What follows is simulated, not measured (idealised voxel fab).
Process module in this document: voxel self aligned contacts
The width of the displayed cross-section, cut, is 155 nm; its cells are square, with a size of 5 nm.
Throughout this document, each cross-section is represented as a grid of square cells and is presented as a sequence of bands enumerated from the top downward, where a band comprises one or more rows of cells. Heads up on the band format: heights come first, top then bottom, in nm. After that it's the materials left to right, each with its width in nm. A single material flagged "everywhere" fills the whole band edge to edge, and "empty" means there's empty space there. Height datum 0, below which the as-received substrate wafer is one material. Lowest band open at the bottom, running downward: "0 -> down". A width given as "30->40" starts at the first number in the band's top row and ends at the second number in its bottom row, shifting by an equal amount at every step from row to row. For the purposes of this document, the phrase "no change occurred" attached to a step denotes that no cell within the cross-section was modified by that step. "Trapped voids" specifies each empty space that is not open to the top and that occupies no fewer than 8 cells, using the form width x height at distance, the distance measured from the left edge and all three quantities in nm. Note: text after step settings on the step line = simulator remark on that step. When a step includes a mask, the "overlay nm" setting on its line states how far to the right of its planned place that mask lay, and negative values state how far to the left.
THE STEPS PLANNED FOR THE PROCESS ARE AS FOLLOWS
1 RECEIVE [material Si]
2 OXIDIZE [depth nm 5]
3 DIRECTIONAL_DEP [material polySi] [thk nm 20]
4 DIRECTIONAL_DEP [material SiN] [thk nm 25]
5 MASKED_ETCH [tone cover] [mask id GATE] [width nm 35] [pitch nm 75] [etch materials SiN] [depth nm 25] [overlay nm 0]
6 MASKED_ETCH [tone cover] [mask id GATE] [width nm 35] [pitch nm 75] [etch materials polySi] [depth nm 20] [overlay nm 0]
7 CONFORMAL_DEP [material SiN] [thk nm 10]
8 DIRECTIONAL_ETCH [etch materials SiN] [depth nm 10]
9 FILL_DEP [material SiO2] [thk nm 15]
10 CMP [height nm 50]
11 DIRECTIONAL_DEP [material aC] [thk nm 10]
12 PATTERN [tone open] [mask id CONTACT] [material resist] [width nm 60] [thk nm 25] [overlay nm 0]
13 DIRECTIONAL_ETCH [etch materials aC] [depth nm 10]
14 STRIP [etch materials resist]
15 DIRECTIONAL_ETCH [etch materials SiO2] [depth nm 55]
16 STRIP [etch materials aC]
17 CONFORMAL_DEP [material TiN] [thk nm 5]
18 FILL_DEP [material W] [thk nm 5]
19 CMP [height nm 50]
20 CONFORMAL_DEP [material SiCN] [thk nm 5]
STEP 1 COMPLETE: CROSS-SECTION OF THE WAFER AS RECEIVED
    0 -> down = Si everywhere
    Trapped voids: none
POST-MODULE CROSS-SECTION OF THE FIRST OF TWO WAFERS (RUN PER PLAN)
    55 -> 50 = SiCN everywhere
    50 -> 45 = SiO2: 45, TiN: 25, W: 10, TiN: 25, SiO2: 50
    45 -> 20 = SiO2: 10, SiN: 55, TiN: 5, W: 10, TiN: 5, SiN: 55, SiO2: 15
    20 -> 0 = SiO2: 10, SiN: 10, polySi: 35, SiN: 10, TiN: 5, W: 10, TiN: 5, SiN: 10, polySi: 35, SiN: 10, SiO2: 15
    0 -> -5 = SiO2: 65, TiN: 20, SiO2: 70
    -5 -> down = Si everywhere
    Trapped voids: none
SO THIS IS WAFER NUMBER TWO OF THE TWO, CUT AT THE END OF THE MODULE - IT STARTED WHERE THE FIRST DID AND HAD THE SAME PLAN, WE JUST GOT ONE THING WRONG RUNNING IT
    55 -> 50 = SiCN everywhere
    50 -> 45 = SiO2: 45, TiN: 25, W: 10, TiN: 25, SiO2: 50
    45 -> 25 = SiO2: 10, SiN: 55, TiN: 5, W: 10, TiN: 5, SiN: 55, SiO2: 15
    25 -> 20 = SiO2: 10, SiN: 55, TiN: 20, SiN: 55, SiO2: 15
    20 -> 0 = SiCN everywhere
    0 -> -5 = SiO2 everywhere
    -5 -> down = Si everywhere
    Trapped voids: none
Misprocessing identified: rather than as planned, step 3 actually ran as DIRECTIONAL_DEP [material SiCN] [thk nm 20]
Per the end-of-run cell counts, the second wafer holds more or fewer of some materials than the first: 124 more of SiCN | 32 fewer of SiN | 16 fewer of SiO2 | 10 fewer of TiN | 10 fewer of W | 56 fewer of polySi
